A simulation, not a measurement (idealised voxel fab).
Documented hereafter: the process module known as voxel tone inversion.
In the cross-section labelled cut, the width is 155 nm and each square cell is 5 nm.
Cross-sections here: square-cell grids, written as top-down lists of bands, a band being one or more rows of cells. It is stipulated that each band's entry specify, in nanometres, the height of the top of the band and then that of its bottom, followed by the materials of the band in left-to-right sequence, each together with its width in nanometres. A single material marked by the word "all across" is understood to fill the band from edge to edge; the word "empty" is understood to denote empty space. All heights in this document are referenced to 0, defined as the level beneath which the wafer, as received, consists entirely of one material. The lowest band is not bounded below; it extends indefinitely downward and is written in the form "0..down". The notation "30->40" denotes a width that varies across the rows of cells in the band, beginning at the first number in the top row, finishing at the second number in the bottom row, and changing by an identical amount from each row to the next. "nothing altered" for a step: no cell of the cross-section changed in that step. "Closed void list" enumerates empty spaces isolated from the top, with no open way to it, that contain at least 8 cells, giving each as width x height at distance from the left edge, all three in nm. The remark found on a step's line after its settings is issued by the simulator itself and pertains to that step. If you see "overlay nm" on a step's line and that step has a mask, it's telling you how far right of where it was planned the mask ended up; a negative number means it went left instead.

Planned process steps
- 1: RECEIVE, material Si
- 2: CONFORMAL_DEP, material SiN, thk nm 5
- 3: DIRECTIONAL_DEP, material polySi, thk nm 15
- 4: PATTERN, tone cover, mask id POSTS, material resist, width nm 25, pitch nm 55, thk nm 20, overlay nm 0
- 5: DIRECTIONAL_ETCH, etch materials polySi, depth nm 15
- 6: STRIP, etch materials resist
- 7: FILL_DEP, material lowk, thk nm 5
- 8: CMP, height nm 20
- 9: STRIP, etch materials polySi
- 10: CONFORMAL_DEP, material TiN, thk nm 5
- 11: FILL_DEP, material Ru, thk nm 10
- 12: CMP, height nm 20
- 13: CONFORMAL_DEP, material SiN, thk nm 5
The value of thk nm given for step 2 in the plan refers to the first wafer; the wafers vary in this setting and are alike at the start.

Cross-section: the first of several wafers in its as-received state, i.e. following step 1
0..down = Si all across
Closed void list: none

End of module, by wafer: material-by-material cell gain (+) or loss (-) since receipt, then closed voids
thk nm 5 | +12 Ru | +62 SiN | +18 TiN | +63 lowk | Closed void list: none
thk nm 10 | +6 Ru | +93 SiN | +14 TiN | +42 lowk | Closed void list: none
thk nm 15 | +124 SiN | +10 TiN | +21 lowk | Closed void list: none
thk nm 20 | +155 SiN | Closed void list: none
